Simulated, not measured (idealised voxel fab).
The name of this process module is voxel gate over fins.
It is cross-section cut that appears here, measuring 225 nm in width, its square cells being 5 nm in size.
We lay out every cross-section as a grid of square cells and spell it out in bands from the top down, where one band means one or more rows of cells. Top, bottom (nm), then materials left to right with widths (nm); lone material tagged "everywhere" fills the whole band edge to edge; "blank" = empty space. We count height from 0. Below that, the starting wafer is all one material. The lowest band never ends at the bottom but goes on down; see "z 0 and below" for how that is written. Graded width ("30 to 40"): value in top row of band = first number; value in bottom row = second number; row-to-row change constant. Where the words "remained the same" appear for a step, the cross-section shows no cell changed by that step; every cell remained as before. You'll see "Enclosed cavity list" listing empty spaces that have no way open to the top, as long as they're 8 cells or more; the notation is width x height at distance, where the distance is from the left edge, and all of it is in nm. That trailing text on a step's line, after the settings, is the simulator's own remark on the step. overlay nm: step with mask; distance mask lay right of planned place; negative value = left of planned place.

The steps planned for the process are as follows
1) RECEIVE: material Si
2) CONFORMAL_DEP: material SiN, thk nm 5
3) DIRECTIONAL_DEP: material aC, thk nm 15
4) PATTERN: tone cover, mask id FINS, material resist, width nm 15, pitch nm 40, thk nm 35, overlay nm 0
5) DIRECTIONAL_ETCH: etch materials aC, depth nm 15
6) STRIP: etch materials resist
7) DIRECTIONAL_ETCH: etch materials SiN, depth nm 5
8) DIRECTIONAL_ETCH: etch materials Si, depth nm 35
9) STRIP: etch materials aC
10) OXIDIZE: depth nm 5
11) FILL_DEP: material SiO2, thk nm 15
12) CMP: height nm 5
13) SELECTIVE_ETCH: etch materials SiO2, depth nm 15
14) STRIP: etch materials SiN
15) CONFORMAL_DEP: material HfO2, thk nm 5
16) CONFORMAL_DEP: material TiN, thk nm 5
17) CONFORMAL_DEP: material TiAl, thk nm 5
18) CONFORMAL_DEP: material TiN, thk nm 5
19) FILL_DEP: material W, thk nm 10
20) CMP: height nm 25
21) CONFORMAL_DEP: material SiCN, thk nm 5
Across this set of wafers, the varied parameter is the width nm of step 4. Starting conditions are identical for every wafer, and the plan reports the value assigned to the first wafer.

Cross-section: the first of several wafers in its as-received state, i.e. following step 1
    z 0 and below  Si everywhere
    Enclosed cavity list: none

First of several wafers in cross-section at module end, following the final step, step 21
    z 30 to 25  SiCN everywhere
    z 25 to 20  W everywhere
    z 20 to 15  W (30) | TiN (165) | W (30)
    z 15 to 10  W (30) | TiN (5) | TiAl (35) | TiN (5) | TiAl (35) | TiN (5) | TiAl (35) | TiN (5) | TiAl (35) | TiN (5) | W (30)
    z 10 to 5  TiN (35) | TiAl (5) | TiN (25) | TiAl (5) | TiN (5) | TiAl (5) | TiN (25) | TiAl (5) | TiN (5) | TiAl (5) | TiN (25) | TiAl (5) | TiN (5) | TiAl (5) | TiN (25) | TiAl (5) | TiN (35)
    z 5 to 0  TiAl (40) | TiN (5) | HfO2 (15) | TiN (5) | TiAl (15) | TiN (5) | HfO2 (15) | TiN (5) | TiAl (15) | TiN (5) | HfO2 (15) | TiN (5) | TiAl (15) | TiN (5) | HfO2 (15) | TiN (5) | TiAl (40)
    z 0 to -5  TiN (45) | HfO2 (5) | Si (5) | HfO2 (5) | TiN (25) | HfO2 (5) | Si (5) | HfO2 (5) | TiN (25) | HfO2 (5) | Si (5) | HfO2 (5) | TiN (25) | HfO2 (5) | Si (5) | HfO2 (5) | TiN (45)
    z -5 to -10  HfO2 (50) | Si (5) | HfO2 (35) | Si (5) | HfO2 (35) | Si (5) | HfO2 (35) | Si (5) | HfO2 (50)
    z -10 to -40  SiO2 (50) | Si (5) | SiO2 (35) | Si (5) | SiO2 (35) | Si (5) | SiO2 (35) | Si (5) | SiO2 (50)
    z -40 and below  Si everywhere
    Enclosed cavity list: none

last wafer at the end
    z 30 to 25  SiCN everywhere
    z 25 to 20  W everywhere
    z 20 to 15  W (25) | TiN (175) | W (25)
    z 15 to 10  W (25) | TiN (5) | TiAl (165) | TiN (5) | W (25)
    z 10 to 5  TiN (30) | TiAl (5) | TiN (35) | TiAl (5) | TiN (35) | TiAl (5) | TiN (35) | TiAl (5) | TiN (35) | TiAl (5) | TiN (30)
    z 5 to 0  TiAl (35) | TiN (5) | HfO2 (25) | TiN (5) | TiAl (5) | TiN (5) | HfO2 (25) | TiN (5) | TiAl (5) | TiN (5) | HfO2 (25) | TiN (5) | TiAl (5) | TiN (5) | HfO2 (25) | TiN (5) | TiAl (35)
    z 0 to -5  TiN (40) | HfO2 (5) | Si (15) | HfO2 (5) | TiN (15) | HfO2 (5) | Si (15) | HfO2 (5) | TiN (15) | HfO2 (5) | Si (15) | HfO2 (5) | TiN (15) | HfO2 (5) | Si (15) | HfO2 (5) | TiN (40)
    z -5 to -10  HfO2 (45) | Si (15) | HfO2 (25) | Si (15) | HfO2 (25) | Si (15) | HfO2 (25) | Si (15) | HfO2 (45)
    z -10 to -40  SiO2 (45) | Si (15) | SiO2 (25) | Si (15) | SiO2 (25) | Si (15) | SiO2 (25) | Si (15) | SiO2 (45)
    z -40 and below  Si everywhere
    Enclosed cavity list: none

Below, a row for every wafer. Read it as the end-of-module picture: for each material the wafer shows its cells gained (+) or lost (-) since it was received, and then its closed voids
width nm 15, +61 HfO2, -328 Si, +45 SiCN, +246 SiO2, +61 TiAl, +116 TiN, +69 W, Enclosed cavity list: none
width nm 20, +61 HfO2, -296 Si, +45 SiCN, +222 SiO2, +61 TiAl, +110 TiN, +67 W, Enclosed cavity list: none
width nm 25, +61 HfO2, -264 Si, +45 SiCN, +198 SiO2, +55 TiAl, +110 TiN, +65 W, Enclosed cavity list: none
